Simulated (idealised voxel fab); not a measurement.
Process module, titled voxel plated lines
Square cells of 5 nm make up the cross-section cut, whose width is 160 nm.
When this document writes out a cross-section, it uses a grid of square cells and lists it as bands, beginning at the top and moving down, with a band standing for one or more rows of cells. In this notation a band is specified by the heights of its top and bottom, in that order and in nm, after which its materials appear from left to right, each paired with its width in nm. The word "full width" attached to a single material means that material fills the band from edge to edge; the word "blank" stands for empty space. Heights are reckoned from 0. Under this level, the received wafer is all of one material. The bottommost band is open-ended downward, for example "top 0, no bottom". Per-row width for "30 to 40": begins at first number (top row of band), ends at second number (bottom row), increment between rows held constant. Take "changes: none" at face value: in the step it is given for, the cross-section changed in none of its cells. Voids, fully enclosed: empty space of 8 cells or more with no open way to the top, each as width x height at its distance from the left edge, in nm. Read whatever lies past the settings on a step's line as the simulator's own remark about the step. Regarding "overlay nm": on a step with a mask, it is the distance the mask lay to the right of its planned place; a negative value places it to the left.
Intended process steps:
| 1 | op RECEIVE | material Si |
| 2 | op CONFORMAL_DEP | material SiO2 | thk nm 5 |
| 3 | op DIRECTIONAL_DEP | material TiN | thk nm 5 |
| 4 | op PATTERN | tone open | mask id LINES | material resist | width nm 15 | pitch nm 30 | thk nm 25 | overlay nm -15 |
| 5 | op EPI | material Ru | thk nm 5 |
| 6 | op EPI | material Ru | thk nm 5 |
| 7 | op STRIP | etch materials resist |
| 8 | op DIRECTIONAL_ETCH | etch materials TiN | depth nm 5 |
| 9 | op CONFORMAL_DEP | material SiO2 | thk nm 5 |
Every wafer here starts from the same state; it is the step 4 overlay nm that distinguishes them, and the value the plan gives belongs to the first wafer.
As received, i.e. after step 1: cross-section through the first of several wafers:
    top 0, no bottom = Si full width
    Voids, fully enclosed: none
Table: wafers, a row each; end-of-module cell change per material since receipt, gain (+), loss (-); then closed voids:
overlay nm -15; +12 Ru; +76 SiO2; +6 TiN; Voids, fully enclosed: none
overlay nm -10; +12 Ru; +76 SiO2; +6 TiN; Voids, fully enclosed: none
overlay nm -5; +12 Ru; +76 SiO2; +6 TiN; Voids, fully enclosed: none
overlay nm 0; +12 Ru; +76 SiO2; +6 TiN; Voids, fully enclosed: none
overlay nm 5; +12 Ru; +76 SiO2; +6 TiN; Voids, fully enclosed: none
overlay nm 10; +12 Ru; +76 SiO2; +6 TiN; Voids, fully enclosed: none
overlay nm 15; +12 Ru; +76 SiO2; +6 TiN; Voids, fully enclosed: none
